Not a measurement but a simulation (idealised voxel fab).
process module | voxel fin reveal
cross-section cut | 185 nm wide | cells 5 nm
A cross-section is a grid of square cells, given in bands from the top down. A band is one or more rows of cells.
Each band's line starts with the height of the band's top and of its bottom, in nm. Then come its materials from left to right, each with its width in nm. One material with "throughout" fills the band from edge to edge. "air" is empty space.
Height 0 is the level under which the wafer as received is all one material. The lowest band goes on downwards, as in "0 down".
A width such as "30 to 40" changes by the same amount from each row of cells to the next, from the band's top row to its bottom row.
"no change" after a step means that no cell of the cross-section changed.
closed voids: empty space of 8 cells or more with no open way to the top, each as width x height at its distance from the left edge, in nm
after a step's settings: what the simulator itself notes on the step
overlay nm, on a step with a mask: how far to the right of its planned place the mask lay; to the left if negative
plan
1 op RECEIVE | material Si
2 op CONFORMAL_DEP | material SiN | thk nm 10
3 op MASKED_ETCH | tone cover | mask id FINS | width nm 15 | pitch nm 35 | etch materials SiN | depth nm 10 | overlay nm 0
4 op MASKED_ETCH | tone cover | mask id FINS | width nm 15 | pitch nm 35 | etch materials Si | depth nm 40 | overlay nm 0
5 op FILL_DEP | material SiO2 | thk nm 5
6 op CMP | height nm 10
7 op SELECTIVE_ETCH | etch materials SiO2 | depth nm 30
8 op STRIP | etch materials SiN
9 op CONFORMAL_DEP | material HfO2 | thk nm 5
as received, after step 1
  0 down: Si throughout
  closed voids: none
first wafer at the end, as planned
  5 to 0: air 60 | HfO2 25 | air 10 | HfO2 25 | air 65
  0 to -15: air 60 | HfO2 5 | Si 15 | HfO2 5 | air 10 | HfO2 5 | Si 15 | HfO2 5 | air 65
  -15 to -20: HfO2 65 | Si 15 | HfO2 20 | Si 15 | HfO2 70
  -20 to -40: SiO2 65 | Si 15 | SiO2 20 | Si 15 | SiO2 70
  -40 down: Si throughout
  closed voids: none
second wafer at the end: like start, like plan, one mistake
  0 to -20: air 65 | Si 15 | air 20 | Si 15 | air 70
  -20 to -40: SiO2 65 | Si 15 | SiO2 20 | Si 15 | SiO2 70
  -40 down: Si throughout
  closed voids: none
what went wrong: step 9 was left out
at the end the second wafer has, in cells: 53 fewer of HfO2
